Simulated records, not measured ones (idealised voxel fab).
Module name: voxel wiring stack (process module)
Xsec cut, 180 nm wide, square cell size 5 nm.
Cross-section format: a grid of square cells, given as bands from top to bottom; each band is one or more rows of cells.
It is stipulated that each band's entry specify, in nanometres, the height of the top of the band and then that of its bottom, followed by the materials of the band in left-to-right sequence, each together with its width in nanometres. A single material marked by the word "edge to edge" is understood to fill the band from edge to edge; the word "blank" is understood to denote empty space.
Where do heights start? At 0: under that level the wafer as delivered is made of one material only. And the lowest band has no floor; it just carries on downward, as in "z 0 and below".
Top row gets the first number, bottom row gets the second, and each row in between changes by the same step: that is how a band width like "30..40" works.
"changes: none", as given for a step, is the statement that not any cell of the cross-section underwent a change during that step.
"Closed void list" contains a list of empty spaces, each no smaller than 8 cells and without an open way to the top, written in the form width x height at distance with the distance from the left edge and all three in nm.
Anything after a step's settings on that line? It's the simulator's own note about the step.
overlay nm, on a step with a mask: how far to the right of its planned place the mask lay; to the left if negative

# The process steps that were planned are listed below
- 1: RECEIVE (material Si)
- 2: CONFORMAL_DEP (material SiO2; thk nm 10)
- 3: DIRECTIONAL_DEP (material TiN; thk nm 5)
- 4: DIRECTIONAL_DEP (material W; thk nm 15)
- 5: DIRECTIONAL_DEP (material aC; thk nm 15)
- 6: PATTERN (tone cover; mask id METAL_1; material resist; width nm 20; pitch nm 45; thk nm 30; overlay nm 0)
- 7: DIRECTIONAL_ETCH (etch materials aC; depth nm 15)
- 8: STRIP (etch materials resist)
- 9: DIRECTIONAL_ETCH (etch materials W; depth nm 15)
- 10: DIRECTIONAL_ETCH (etch materials TiN; depth nm 5)
- 11: STRIP (etch materials aC)
- 12: FILL_DEP (material SiO2; thk nm 10)
- 13: CMP (height nm 30)
- 14: CONFORMAL_DEP (material SiCN; thk nm 5)
- 15: DIRECTIONAL_DEP (material lowk; thk nm 35)
- 16: DIRECTIONAL_DEP (material aC; thk nm 15)
- 17: PATTERN (tone open; mask id METAL_2_HOLES; material resist; width nm 15; thk nm 35; overlay nm 0)
- 18: DIRECTIONAL_ETCH (etch materials aC; depth nm 15)
- 19: STRIP (etch materials resist)
- 20: DIRECTIONAL_ETCH (etch materials lowk; depth nm 35)
- 21: STRIP (etch materials aC)
- 22: DIRECTIONAL_DEP (material aC; thk nm 15)
- 23: PATTERN (tone open; mask id METAL_2; material resist; width nm 20; pitch nm 45; thk nm 30; overlay nm 0)
- 24: DIRECTIONAL_ETCH (etch materials aC; depth nm 15)
- 25: STRIP (etch materials resist)
- 26: DIRECTIONAL_ETCH (etch materials lowk; depth nm 20)
- 27: DIRECTIONAL_ETCH (etch materials SiCN; depth nm 5)
- 28: STRIP (etch materials aC)
- 29: CONFORMAL_DEP (material TiN; thk nm 5)
- 30: FILL_DEP (material Cu; thk nm 5)
- 31: CMP (height nm 70)
- 32: CONFORMAL_DEP (material SiN; thk nm 5)

# The cross-section here shows the wafer as received, i.e. in its state after step 1
	z 0 and below = Si edge to edge
	Closed void list: none

# Here's the wafer cut in cross-section after the module, started and planned just like above, except one thing was done wrong in the run
	z 75 to 70 = SiN edge to edge
	z 70 to 55 = Cu: 65; TiN: 5; lowk: 5; TiN: 5; Cu: 15; TiN: 5; lowk: 20; TiN: 5; Cu: 55
	z 55 to 50 = TiN: 60; Cu: 5; TiN: 5; lowk: 5; TiN: 25; lowk: 20; TiN: 60
	z 50 to 40 = lowk: 55; TiN: 5; Cu: 5; TiN: 5; lowk: 110
	z 40 to 35 = lowk: 55; TiN: 15; lowk: 110
	z 35 to 30 = SiCN edge to edge
	z 30 to 15 = SiO2: 55; W: 20; SiO2: 25; W: 20; SiO2: 60
	z 15 to 10 = SiO2: 55; TiN: 20; SiO2: 25; TiN: 20; SiO2: 60
	z 10 to 0 = SiO2 edge to edge
	z 0 and below = Si edge to edge
	Closed void list: none
Which mistake was made when the wafer was run? heads up, step 23 didn't go per plan, it actually ran as PATTERN (tone cover; mask id METAL_2; material resist; width nm 20; pitch nm 45; thk nm 30; overlay nm 0)
